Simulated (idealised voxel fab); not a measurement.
process module | voxel transistor to metal
cross-section cut | 155 nm wide | cells 5 nm
A cross-section is a grid of square cells, given in bands from the top down. A band is one or more rows of cells.
Each band's line starts with the height of the band's top and of its bottom, in nm. Then come its materials from left to right, each with its width in nm. One material with "throughout" fills the band from edge to edge. "air" is empty space.
Height 0 is the level under which the wafer as received is all one material. The lowest band goes on downwards, as in "0 down".
A width such as "30 to 40" changes by the same amount from each row of cells to the next, from the band's top row to its bottom row.
"no change" after a step means that no cell of the cross-section changed.
closed voids: empty space of 8 cells or more with no open way to the top, each as width x height at its distance from the left edge, in nm
after a step's settings: what the simulator itself notes on the step
overlay nm, on a step with a mask: how far to the right of its planned place the mask lay; to the left if negative
Each pair below shows a cross-section before one step and the cross-section after it, down to the lowest band that changed. The line under each pair gives the step between them, with its settings. The pairs can come from different runs of this module on the same starting wafer, so a pair continues from the pair above only where its "before" says so.
before
  105 to 80: lowk 30 | air 20 | lowk 50 | air 20 | lowk 35
  80 to 75: lowk 30 | air 15 | lowk 55 | air 15 | lowk 40
  75 to 70: SiCN 30 | air 15 | SiCN 55 | air 15 | SiCN 40
  70 to 65: SiCN 25 | Ru 30 | SiCN 40 | Ru 30 | SiCN 30
  65 to 45: SiO2 30 | TiN 5 | Ru 10 | TiN 5 | SiO2 50 | TiN 5 | Ru 10 | TiN 5 | SiO2 35
  45 to 40: SiCN 30 | TiN 20 | SiCN 50 | TiN 20 | SiCN 35
  40 to 25: SiO2 30 | TiN 5 | Ru 20 | TiN 5 | SiO2 30 | TiN 5 | Ru 20 | TiN 5 | SiO2 35
  25 to 15: SiO2 30 | TiN 5 | Ru 20 | TiN 5 | SiN 5 | SiCN 20 | SiN 5 | TiN 5 | Ru 20 | TiN 5 | SiO2 35
  15 to 0: SiO2 30 | TiN 5 | Ru 20 | TiN 5 | SiN 5 | polySi 20 | SiN 5 | TiN 5 | Ru 20 | TiN 5 | SiO2 35
  0 to -5: SiO2 30 | TiN 5 | Ru 15 | TiN 10 | SiN 5 | polySi 20 | SiN 5 | TiN 10 | Ru 15 | TiN 5 | SiO2 35
  -5 to -10: SiO2 30 | TiN 25 | pSi 5 | SiO2 30 | pSi 5 | TiN 25 | SiO2 35
  -10 to -15: SiO2 30 | pSi 30 | Si 30 | pSi 30 | SiO2 35
  -15 to -30: SiO2 30 | Si 90 | SiO2 35
  -30 down: Si throughout
  closed voids: none
after
  110 to 105: TiN 35 | air 10 | TiN 60 | air 10 | TiN 40
  105 to 85: lowk 30 | TiN 5 | air 10 | TiN 5 | lowk 50 | TiN 5 | air 10 | TiN 5 | lowk 35
  85 to 75: lowk 30 | TiN 5 | air 5 | TiN 10 to 5 | lowk 50 to 55 | TiN 5 | air 5 | TiN 10 to 5 | lowk 35 to 40
  75 to 70: SiCN 30 | TiN 15 | SiCN 55 | TiN 15 | SiCN 40
  below 70: unchanged
  closed voids: none
the step between: op CONFORMAL_DEP | material TiN | thk nm 5
before: the cross-section after the pair above
after
  120 to 110: Ru throughout
  110 to 105: TiN 35 | Ru 10 | TiN 60 | Ru 10 | TiN 40
  105 to 85: lowk 30 | TiN 5 | Ru 10 | TiN 5 | lowk 50 | TiN 5 | Ru 10 | TiN 5 | lowk 35
  85 to 75: lowk 30 | TiN 5 | Ru 5 | TiN 10 to 5 | lowk 50 to 55 | TiN 5 | Ru 5 | TiN 10 to 5 | lowk 35 to 40
  below 75: unchanged
  closed voids: none
the step between: op FILL_DEP | material Ru | thk nm 10
before: the cross-section after the pair above
after
  105 to 85: lowk 30 | TiN 5 | Ru 10 | TiN 5 | lowk 50 | TiN 5 | Ru 10 | TiN 5 | lowk 35
  below 85: unchanged
  closed voids: none
the step between: op CMP | height nm 105
before: the cross-section after the pair above
after
  110 to 105: SiN throughout
  below 105: unchanged
  closed voids: none
the step between: op CONFORMAL_DEP | material SiN | thk nm 5
before
  105 to 75: lowk throughout
  75 to 70: SiCN throughout
  70 to 65: SiCN 25 | Ru 30 | SiCN 40 | Ru 30 | SiCN 30
  65 to 45: SiO2 30 | TiN 5 | Ru 10 | TiN 5 | SiO2 50 | TiN 5 | Ru 10 | TiN 5 | SiO2 35
  45 to 40: SiCN 30 | TiN 20 | SiCN 50 | TiN 20 | SiCN 35
  40 to 25: SiO2 30 | TiN 5 | Ru 20 | TiN 5 | SiO2 30 | TiN 5 | Ru 20 | TiN 5 | SiO2 35
  25 to 15: SiO2 30 | TiN 5 | Ru 20 | TiN 5 | SiN 5 | SiCN 20 | SiN 5 | TiN 5 | Ru 20 | TiN 5 | SiO2 35
  15 to 0: SiO2 30 | TiN 5 | Ru 20 | TiN 5 | SiN 5 | polySi 20 | SiN 5 | TiN 5 | Ru 20 | TiN 5 | SiO2 35
  0 to -5: SiO2 30 | TiN 5 | Ru 15 | TiN 10 | SiN 5 | polySi 20 | SiN 5 | TiN 10 | Ru 15 | TiN 5 | SiO2 35
  -5 to -10: SiO2 30 | TiN 25 | pSi 5 | SiO2 30 | pSi 5 | TiN 25 | SiO2 35
  -10 to -15: SiO2 30 | pSi 30 | Si 30 | pSi 30 | SiO2 35
  -15 to -30: SiO2 30 | Si 90 | SiO2 35
  -30 down: Si throughout
  closed voids: none
after
  105 to 90: lowk 30 | air 25 | lowk 45 | air 25 | lowk 30
  below 90: unchanged
  closed voids: none
the step between: op MASKED_ETCH | tone open | mask id METAL_2 | width nm 25 | pitch nm 70 | etch materials lowk | depth nm 15 | overlay nm 0
before: the cross-section after the pair above
after
  105 to 90: lowk 30 | air 25 | lowk 45 | air 25 | lowk 30
  90 to 75: lowk 30 | air 15 | lowk 55 | air 15 | lowk 40
  below 75: unchanged
  closed voids: none
the step between: op MASKED_ETCH | tone open | mask id METAL_2_HOLES | width nm 15 | pitch nm 70 | etch materials lowk | depth nm 15 | overlay nm 0
before: the cross-section after the pair above
after
  105 to 90: lowk 30 | air 25 | lowk 45 | air 25 | lowk 30
  90 to 75: lowk 30 | air 15 | lowk 55 | air 15 | lowk 40
  75 to 70: SiCN 30 | air 15 | SiCN 55 | air 15 | SiCN 40
  below 70: unchanged
  closed voids: none
the step between: op MASKED_ETCH | tone open | mask id METAL_2_HOLES | width nm 15 | pitch nm 70 | etch materials SiCN | depth nm 5 | overlay nm 0
before: the cross-section after the pair above
after
  110 to 105: TiN 35 | air 15 | TiN 55 | air 15 | TiN 35
  105 to 95: lowk 30 | TiN 5 | air 15 | TiN 5 | lowk 45 | TiN 5 | air 15 | TiN 5 | lowk 30
  95 to 90: lowk 30 | TiN 5 | air 5 | TiN 15 | lowk 45 | TiN 5 | air 5 | TiN 15 | lowk 30
  90 to 75: lowk 30 | TiN 5 | air 5 | TiN 5 | lowk 55 | TiN 5 | air 5 | TiN 5 | lowk 40
  75 to 70: SiCN 30 | TiN 15 | SiCN 55 | TiN 15 | SiCN 40
  below 70: unchanged
  closed voids: none
the step between: op CONFORMAL_DEP | material TiN | thk nm 5
before: the cross-section after the pair above
after
  120 to 110: Ru throughout
  110 to 105: TiN 35 | Ru 15 | TiN 55 | Ru 15 | TiN 35
  105 to 95: lowk 30 | TiN 5 | Ru 15 | TiN 5 | lowk 45 | TiN 5 | Ru 15 | TiN 5 | lowk 30
  95 to 90: lowk 30 | TiN 5 | Ru 5 | TiN 15 | lowk 45 | TiN 5 | Ru 5 | TiN 15 | lowk 30
  90 to 75: lowk 30 | TiN 5 | Ru 5 | TiN 5 | lowk 55 | TiN 5 | Ru 5 | TiN 5 | lowk 40
  below 75: unchanged
  closed voids: none
the step between: op FILL_DEP | material Ru | thk nm 10
before: the cross-section after the pair above
after
  105 to 95: lowk 30 | TiN 5 | Ru 15 | TiN 5 | lowk 45 | TiN 5 | Ru 15 | TiN 5 | lowk 30
  below 95: unchanged
  closed voids: none
the step between: op CMP | height nm 105
before: the cross-section after the pair above
after
  110 to 105: SiN throughout
  below 105: unchanged
  closed voids: none
the step between: op CONFORMAL_DEP | material SiN | thk nm 5
before
  40 to 25: SiO2 throughout
  25 to 15: SiO2 60 | SiN 5 | SiCN 20 | SiN 5 | SiO2 65
  15 to -5: SiO2 60 | SiN 5 | polySi 20 | SiN 5 | SiO2 65
  -5 to -10: SiO2 55 | pSi 5 | SiO2 30 | pSi 5 | SiO2 60
  -10 to -15: SiO2 30 | pSi 30 | Si 30 | pSi 30 | SiO2 35
  -15 to -30: SiO2 30 | Si 90 | SiO2 35
  -30 down: Si throughout
  closed voids: none
after
  55 to 40: resist 25 | air 30 | resist 30 | air 30 | resist 40
  below 40: unchanged
  closed voids: none
the step between: op PATTERN | tone open | mask id CONTACT | material resist | width nm 30 | pitch nm 60 | thk nm 15 | overlay nm -5
before: the cross-section after the pair above
after
  55 to 40: resist 25 | air 30 | resist 30 | air 30 | resist 40
  40 to 25: SiO2 25 | air 30 | SiO2 30 | air 30 | SiO2 40
  25 to 15: SiO2 25 | air 30 | SiO2 5 | SiN 5 | SiCN 20 | SiN 5 | air 25 | SiO2 40
  15 to -5: SiO2 25 | air 30 | SiO2 5 | SiN 5 | polySi 20 | SiN 5 | air 25 | SiO2 40
  -5 to -10: SiO2 25 | air 30 | pSi 5 | SiO2 30 | pSi 5 | air 20 | SiO2 40
  below -10: unchanged
  closed voids: none
the step between: op DIRECTIONAL_ETCH | etch materials SiO2 | depth nm 50
before: the cross-section after the pair above
after
  40 to 25: SiO2 25 | air 30 | SiO2 30 | air 30 | SiO2 40
  below 25: unchanged
  closed voids: none
the step between: op STRIP | etch materials resist
before: the cross-section after the pair above
after
  45 to 40: TiN 30 | air 20 | TiN 40 | air 20 | TiN 45
  40 to 30: SiO2 25 | TiN 5 | air 20 | TiN 5 | SiO2 30 | TiN 5 | air 20 | TiN 5 | SiO2 40
  30 to 25: SiO2 25 | TiN 5 | air 20 | TiN 5 | SiO2 30 | TiN 10 | air 15 | TiN 5 | SiO2 40
  25 to 15: SiO2 25 | TiN 5 | air 20 | TiN 5 | SiO2 5 | SiN 5 | SiCN 20 | SiN 5 | TiN 5 | air 15 | TiN 5 | SiO2 40
  15 to 0: SiO2 25 | TiN 5 | air 20 | TiN 5 | SiO2 5 | SiN 5 | polySi 20 | SiN 5 | TiN 5 | air 15 | TiN 5 | SiO2 40
  0 to -5: SiO2 25 | TiN 5 | air 20 | TiN 5 | SiO2 5 | SiN 5 | polySi 20 | SiN 5 | TiN 10 | air 10 | TiN 5 | SiO2 40
  -5 to -10: SiO2 25 | TiN 30 | pSi 5 | SiO2 30 | pSi 5 | TiN 20 | SiO2 40
  below -10: unchanged
  closed voids: none
the step between: op CONFORMAL_DEP | material TiN | thk nm 5
before: the cross-section after the pair above
after
  55 to 45: Ru throughout
  45 to 40: TiN 30 | Ru 20 | TiN 40 | Ru 20 | TiN 45
  40 to 30: SiO2 25 | TiN 5 | Ru 20 | TiN 5 | SiO2 30 | TiN 5 | Ru 20 | TiN 5 | SiO2 40
  30 to 25: SiO2 25 | TiN 5 | Ru 20 | TiN 5 | SiO2 30 | TiN 10 | Ru 15 | TiN 5 | SiO2 40
  25 to 15: SiO2 25 | TiN 5 | Ru 20 | TiN 5 | SiO2 5 | SiN 5 | SiCN 20 | SiN 5 | TiN 5 | Ru 15 | TiN 5 | SiO2 40
  15 to 0: SiO2 25 | TiN 5 | Ru 20 | TiN 5 | SiO2 5 | SiN 5 | polySi 20 | SiN 5 | TiN 5 | Ru 15 | TiN 5 | SiO2 40
  0 to -5: SiO2 25 | TiN 5 | Ru 20 | TiN 5 | SiO2 5 | SiN 5 | polySi 20 | SiN 5 | TiN 10 | Ru 10 | TiN 5 | SiO2 40
  below -5: unchanged
  closed voids: none
the step between: op FILL_DEP | material Ru | thk nm 10
before: the cross-section after the pair above
after
  40 to 30: SiO2 25 | TiN 5 | Ru 20 | TiN 5 | SiO2 30 | TiN 5 | Ru 20 | TiN 5 | SiO2 40
  below 30: unchanged
  closed voids: none
the step between: op CMP | height nm 40
before: the cross-section after the pair above
after
  45 to 40: SiCN throughout
  below 40: unchanged
  closed voids: none
the step between: op CONFORMAL_DEP | material SiCN | thk nm 5
before: the cross-section after the pair above
after
  65 to 45: SiO2 throughout
  below 45: unchanged
  closed voids: none
the step between: op DIRECTIONAL_DEP | material SiO2 | thk nm 20
before: the cross-section after the pair above
after
  75 to 65: aC throughout
  below 65: unchanged
  closed voids: none
the step between: op DIRECTIONAL_DEP | material aC | thk nm 10
before: the cross-section after the pair above
after
  100 to 75: resist 30 | air 20 | resist 50 | air 20 | resist 35
  below 75: unchanged
  closed voids: none
the step between: op PATTERN | tone open | mask id METAL_1 | material resist | width nm 20 | pitch nm 70 | thk nm 25 | overlay nm 0
before: the cross-section after the pair above
after
  90 to 75: resist 30 | air 20 | resist 50 | air 20 | resist 35
  75 to 65: aC 30 | air 20 | aC 50 | air 20 | aC 35
  below 65: unchanged
  closed voids: none
the step between: op DIRECTIONAL_ETCH | etch materials aC | depth nm 10
before: the cross-section after the pair above
after
  75 to 65: aC 30 | air 20 | aC 50 | air 20 | aC 35
  below 65: unchanged
  closed voids: none
the step between: op STRIP | etch materials resist
before: the cross-section after the pair above
after
  75 to 65: aC 30 | air 20 | aC 50 | air 20 | aC 35
  65 to 45: SiO2 30 | air 20 | SiO2 50 | air 20 | SiO2 35
  below 45: unchanged
  closed voids: none
the step between: op DIRECTIONAL_ETCH | etch materials SiO2 | depth nm 20
before: the cross-section after the pair above
after
  75 to 65: aC 30 | air 20 | aC 50 | air 20 | aC 35
  65 to 45: SiO2 30 | air 20 | SiO2 50 | air 20 | SiO2 35
  45 to 40: SiCN 30 | air 20 | SiCN 50 | air 20 | SiCN 35
  below 40: unchanged
  closed voids: none
the step between: op DIRECTIONAL_ETCH | etch materials SiCN | depth nm 5
before: the cross-section after the pair above
after
  65 to 45: SiO2 30 | air 20 | SiO2 50 | air 20 | SiO2 35
  below 45: unchanged
  closed voids: none
the step between: op STRIP | etch materials aC
before: the cross-section after the pair above
after
  70 to 65: TiN 35 | air 10 | TiN 60 | air 10 | TiN 40
  65 to 45: SiO2 30 | TiN 5 | air 10 | TiN 5 | SiO2 50 | TiN 5 | air 10 | TiN 5 | SiO2 35
  45 to 40: SiCN 30 | TiN 20 | SiCN 50 | TiN 20 | SiCN 35
  below 40: unchanged
  closed voids: none
the step between: op CONFORMAL_DEP | material TiN | thk nm 5
before: the cross-section after the pair above
after
  80 to 70: Ru throughout
  70 to 65: TiN 35 | Ru 10 | TiN 60 | Ru 10 | TiN 40
  65 to 45: SiO2 30 | TiN 5 | Ru 10 | TiN 5 | SiO2 50 | TiN 5 | Ru 10 | TiN 5 | SiO2 35
  below 45: unchanged
  closed voids: none
the step between: op FILL_DEP | material Ru | thk nm 10
before: the cross-section after the pair above
after
  65 to 45: SiO2 30 | TiN 5 | Ru 10 | TiN 5 | SiO2 50 | TiN 5 | Ru 10 | TiN 5 | SiO2 35
  below 45: unchanged
  closed voids: none
the step between: op CMP | height nm 65
before: the cross-section after the pair above
after
  70 to 65: air 25 | Ru 30 | air 40 | Ru 30 | air 30
  below 65: unchanged
  closed voids: none
the step between: op EPI | material Ru | thk nm 5
before: the cross-section after the pair above
after
  75 to 70: SiCN throughout
  70 to 65: SiCN 25 | Ru 30 | SiCN 40 | Ru 30 | SiCN 30
  below 65: unchanged
  closed voids: none
the step between: op FILL_DEP | material SiCN | thk nm 5
before: the cross-section after the pair above
after
  105 to 75: lowk throughout
  below 75: unchanged
  closed voids: none
the step between: op DIRECTIONAL_DEP | material lowk | thk nm 30
before: the cross-section after the pair above
after
  105 to 90: lowk 30 | air 20 | lowk 50 | air 20 | lowk 35
  below 90: unchanged
  closed voids: none
the step between: op MASKED_ETCH | tone open | mask id METAL_2 | width nm 20 | pitch nm 70 | etch materials lowk | depth nm 15 | overlay nm 0
before: the cross-section after the pair above
after
  105 to 90: lowk 30 | air 20 | lowk 50 | air 20 | lowk 35
  90 to 75: lowk 30 | air 15 | lowk 55 | air 15 | lowk 40
  below 75: unchanged
  closed voids: none
the step between: op MASKED_ETCH | tone open | mask id METAL_2_HOLES | width nm 15 | pitch nm 70 | etch materials lowk | depth nm 15 | overlay nm 0
before: the cross-section after the pair above
after
  105 to 90: lowk 30 | air 20 | lowk 50 | air 20 | lowk 35
  90 to 75: lowk 30 | air 15 | lowk 55 | air 15 | lowk 40
  75 to 70: SiCN 30 | air 15 | SiCN 55 | air 15 | SiCN 40
  below 70: unchanged
  closed voids: none
the step between: op MASKED_ETCH | tone open | mask id METAL_2_HOLES | width nm 15 | pitch nm 70 | etch materials SiCN | depth nm 5 | overlay nm 0
before: the cross-section after the pair above
after
  110 to 105: TiN 35 | air 10 | TiN 60 | air 10 | TiN 40
  105 to 95: lowk 30 | TiN 5 | air 10 | TiN 5 | lowk 50 | TiN 5 | air 10 | TiN 5 | lowk 35
  95 to 90: lowk 30 | TiN 5 | air 5 | TiN 10 | lowk 50 | TiN 5 | air 5 | TiN 10 | lowk 35
  90 to 75: lowk 30 | TiN 5 | air 5 | TiN 5 | lowk 55 | TiN 5 | air 5 | TiN 5 | lowk 40
  75 to 70: SiCN 30 | TiN 15 | SiCN 55 | TiN 15 | SiCN 40
  below 70: unchanged
  closed voids: none
the step between: op CONFORMAL_DEP | material TiN | thk nm 5
before: the cross-section after the pair above
after
  120 to 110: Ru throughout
  110 to 105: TiN 35 | Ru 10 | TiN 60 | Ru 10 | TiN 40
  105 to 95: lowk 30 | TiN 5 | Ru 10 | TiN 5 | lowk 50 | TiN 5 | Ru 10 | TiN 5 | lowk 35
  95 to 90: lowk 30 | TiN 5 | Ru 5 | TiN 10 | lowk 50 | TiN 5 | Ru 5 | TiN 10 | lowk 35
  90 to 75: lowk 30 | TiN 5 | Ru 5 | TiN 5 | lowk 55 | TiN 5 | Ru 5 | TiN 5 | lowk 40
  below 75: unchanged
  closed voids: none
the step between: op FILL_DEP | material Ru | thk nm 10
before: the cross-section after the pair above
after
  105 to 95: lowk 30 | TiN 5 | Ru 10 | TiN 5 | lowk 50 | TiN 5 | Ru 10 | TiN 5 | lowk 35
  below 95: unchanged
  closed voids: none
the step between: op CMP | height nm 105
before: the cross-section after the pair above
after
  110 to 105: SiN throughout
  below 105: unchanged
  closed voids: none
the step between: op CONFORMAL_DEP | material SiN | thk nm 5
before
  65 to 45: SiO2 30 | air 20 | SiO2 50 | air 20 | SiO2 35
  45 to 40: SiCN 30 | air 20 | SiCN 50 | air 20 | SiCN 35
  40 to 25: SiO2 30 | TiN 5 | Ru 20 | TiN 5 | SiO2 30 | TiN 5 | Ru 20 | TiN 5 | SiO2 35
  25 to 15: SiO2 30 | TiN 5 | Ru 20 | TiN 5 | SiN 5 | SiCN 20 | SiN 5 | TiN 5 | Ru 20 | TiN 5 | SiO2 35
  15 to 0: SiO2 30 | TiN 5 | Ru 20 | TiN 5 | SiN 5 | polySi 20 | SiN 5 | TiN 5 | Ru 20 | TiN 5 | SiO2 35
  0 to -5: SiO2 30 | TiN 5 | Ru 15 | TiN 10 | SiN 5 | polySi 20 | SiN 5 | TiN 10 | Ru 15 | TiN 5 | SiO2 35
  -5 to -10: SiO2 30 | TiN 25 | pSi 5 | SiO2 30 | pSi 5 | TiN 25 | SiO2 35
  -10 to -15: SiO2 30 | pSi 30 | Si 30 | pSi 30 | SiO2 35
  -15 to -30: SiO2 30 | Si 90 | SiO2 35
  -30 down: Si throughout
  closed voids: none
after
  70 to 65: polySi 35 | air 10 | polySi 60 | air 10 | polySi 40
  65 to 45: SiO2 30 | polySi 5 | air 10 | polySi 5 | SiO2 50 | polySi 5 | air 10 | polySi 5 | SiO2 35
  45 to 40: SiCN 30 | polySi 20 | SiCN 50 | polySi 20 | SiCN 35
  below 40: unchanged
  closed voids: none
the step between: op CONFORMAL_DEP | material polySi | thk nm 5
before: the cross-section after the pair above
after
  80 to 70: Ru throughout
  70 to 65: polySi 35 | Ru 10 | polySi 60 | Ru 10 | polySi 40
  65 to 45: SiO2 30 | polySi 5 | Ru 10 | polySi 5 | SiO2 50 | polySi 5 | Ru 10 | polySi 5 | SiO2 35
  below 45: unchanged
  closed voids: none
the step between: op FILL_DEP | material Ru | thk nm 10
before: the cross-section after the pair above
after
  65 to 45: SiO2 30 | polySi 5 | Ru 10 | polySi 5 | SiO2 50 | polySi 5 | Ru 10 | polySi 5 | SiO2 35
  below 45: unchanged
  closed voids: none
the step between: op CMP | height nm 65
before: the cross-section after the pair above
after
  70 to 65: air 30 | Ru 20 | air 50 | Ru 20 | air 35
  below 65: unchanged
  closed voids: none
the step between: op EPI | material Ru | thk nm 5
before: the cross-section after the pair above
after
  75 to 70: SiCN throughout
  70 to 65: SiCN 30 | Ru 20 | SiCN 50 | Ru 20 | SiCN 35
  below 65: unchanged
  closed voids: none
the step between: op FILL_DEP | material SiCN | thk nm 5
before: the cross-section after the pair above
after
  105 to 75: lowk throughout
  below 75: unchanged
  closed voids: none
the step between: op DIRECTIONAL_DEP | material lowk | thk nm 30
before: the cross-section after the pair above
after
  105 to 90: lowk 30 | air 20 | lowk 50 | air 20 | lowk 35
  below 90: unchanged
  closed voids: none
the step between: op MASKED_ETCH | tone open | mask id METAL_2 | width nm 20 | pitch nm 70 | etch materials lowk | depth nm 15 | overlay nm 0
before: the cross-section after the pair above
after
  105 to 90: lowk 30 | air 20 | lowk 50 | air 20 | lowk 35
  90 to 75: lowk 30 | air 15 | lowk 55 | air 15 | lowk 40
  below 75: unchanged
  closed voids: none
the step between: op MASKED_ETCH | tone open | mask id METAL_2_HOLES | width nm 15 | pitch nm 70 | etch materials lowk | depth nm 15 | overlay nm 0
before: the cross-section after the pair above
after
  105 to 90: lowk 30 | air 20 | lowk 50 | air 20 | lowk 35
  90 to 75: lowk 30 | air 15 | lowk 55 | air 15 | lowk 40
  75 to 70: SiCN 30 | air 15 | SiCN 55 | air 15 | SiCN 40
  below 70: unchanged
  closed voids: none
the step between: op MASKED_ETCH | tone open | mask id METAL_2_HOLES | width nm 15 | pitch nm 70 | etch materials SiCN | depth nm 5 | overlay nm 0
before: the cross-section after the pair above
after
  110 to 105: TiN 35 | air 10 | TiN 60 | air 10 | TiN 40
  105 to 95: lowk 30 | TiN 5 | air 10 | TiN 5 | lowk 50 | TiN 5 | air 10 | TiN 5 | lowk 35
  95 to 90: lowk 30 | TiN 5 | air 5 | TiN 10 | lowk 50 | TiN 5 | air 5 | TiN 10 | lowk 35
  90 to 75: lowk 30 | TiN 5 | air 5 | TiN 5 | lowk 55 | TiN 5 | air 5 | TiN 5 | lowk 40
  75 to 70: SiCN 30 | TiN 15 | SiCN 55 | TiN 15 | SiCN 40
  below 70: unchanged
  closed voids: none
the step between: op CONFORMAL_DEP | material TiN | thk nm 5
before: the cross-section after the pair above
after
  120 to 110: Ru throughout
  110 to 105: TiN 35 | Ru 10 | TiN 60 | Ru 10 | TiN 40
  105 to 95: lowk 30 | TiN 5 | Ru 10 | TiN 5 | lowk 50 | TiN 5 | Ru 10 | TiN 5 | lowk 35
  95 to 90: lowk 30 | TiN 5 | Ru 5 | TiN 10 | lowk 50 | TiN 5 | Ru 5 | TiN 10 | lowk 35
  90 to 75: lowk 30 | TiN 5 | Ru 5 | TiN 5 | lowk 55 | TiN 5 | Ru 5 | TiN 5 | lowk 40
  below 75: unchanged
  closed voids: none
the step between: op FILL_DEP | material Ru | thk nm 10
before: the cross-section after the pair above
after
  105 to 95: lowk 30 | TiN 5 | Ru 10 | TiN 5 | lowk 50 | TiN 5 | Ru 10 | TiN 5 | lowk 35
  below 95: unchanged
  closed voids: none
the step between: op CMP | height nm 105
before: the cross-section after the pair above
after
  110 to 105: SiN throughout
  below 105: unchanged
  closed voids: none
the step between: op CONFORMAL_DEP | material SiN | thk nm 5
before
  105 to 90: lowk 30 | air 20 | lowk 50 | air 20 | lowk 35
  90 to 75: lowk throughout
  75 to 70: SiCN throughout
  70 to 65: SiCN 25 | Ru 30 | SiCN 40 | Ru 30 | SiCN 30
  65 to 45: SiO2 30 | TiN 5 | Ru 10 | TiN 5 | SiO2 50 | TiN 5 | Ru 10 | TiN 5 | SiO2 35
  45 to 40: SiCN 30 | TiN 20 | SiCN 50 | TiN 20 | SiCN 35
  40 to 25: SiO2 30 | TiN 5 | Ru 20 | TiN 5 | SiO2 30 | TiN 5 | Ru 20 | TiN 5 | SiO2 35
  25 to 15: SiO2 30 | TiN 5 | Ru 20 | TiN 5 | SiN 5 | SiCN 20 | SiN 5 | TiN 5 | Ru 20 | TiN 5 | SiO2 35
  15 to 0: SiO2 30 | TiN 5 | Ru 20 | TiN 5 | SiN 5 | polySi 20 | SiN 5 | TiN 5 | Ru 20 | TiN 5 | SiO2 35
  0 to -5: SiO2 30 | TiN 5 | Ru 15 | TiN 10 | SiN 5 | polySi 20 | SiN 5 | TiN 10 | Ru 15 | TiN 5 | SiO2 35
  -5 to -10: SiO2 30 | TiN 25 | pSi 5 | SiO2 30 | pSi 5 | TiN 25 | SiO2 35
  -10 to -15: SiO2 30 | pSi 30 | Si 30 | pSi 30 | SiO2 35
  -15 to -30: SiO2 30 | Si 90 | SiO2 35
  -30 down: Si throughout
  closed voids: none
after
  90 to 75: lowk 45 | air 5 | lowk 65 | air 5 | lowk 35
  below 75: unchanged
  closed voids: none
the step between: op MASKED_ETCH | tone cover | mask id METAL_2_HOLES | width nm 15 | pitch nm 70 | etch materials lowk | depth nm 15 | overlay nm 0
before: the cross-section after the pair above
after
  95 to 90: TiN throughout
  90 to 75: lowk 45 | TiN 5 | lowk 65 | TiN 5 | lowk 35
  below 75: unchanged
  closed voids: none
the step between: op CONFORMAL_DEP | material TiN | thk nm 5
before: the cross-section after the pair above
after
  105 to 95: Ru throughout
  below 95: unchanged
  closed voids: none
the step between: op FILL_DEP | material Ru | thk nm 10
before: the cross-section after the pair above
after
  110 to 105: SiN throughout
  below 105: unchanged
  closed voids: none
the step between: op CONFORMAL_DEP | material SiN | thk nm 5
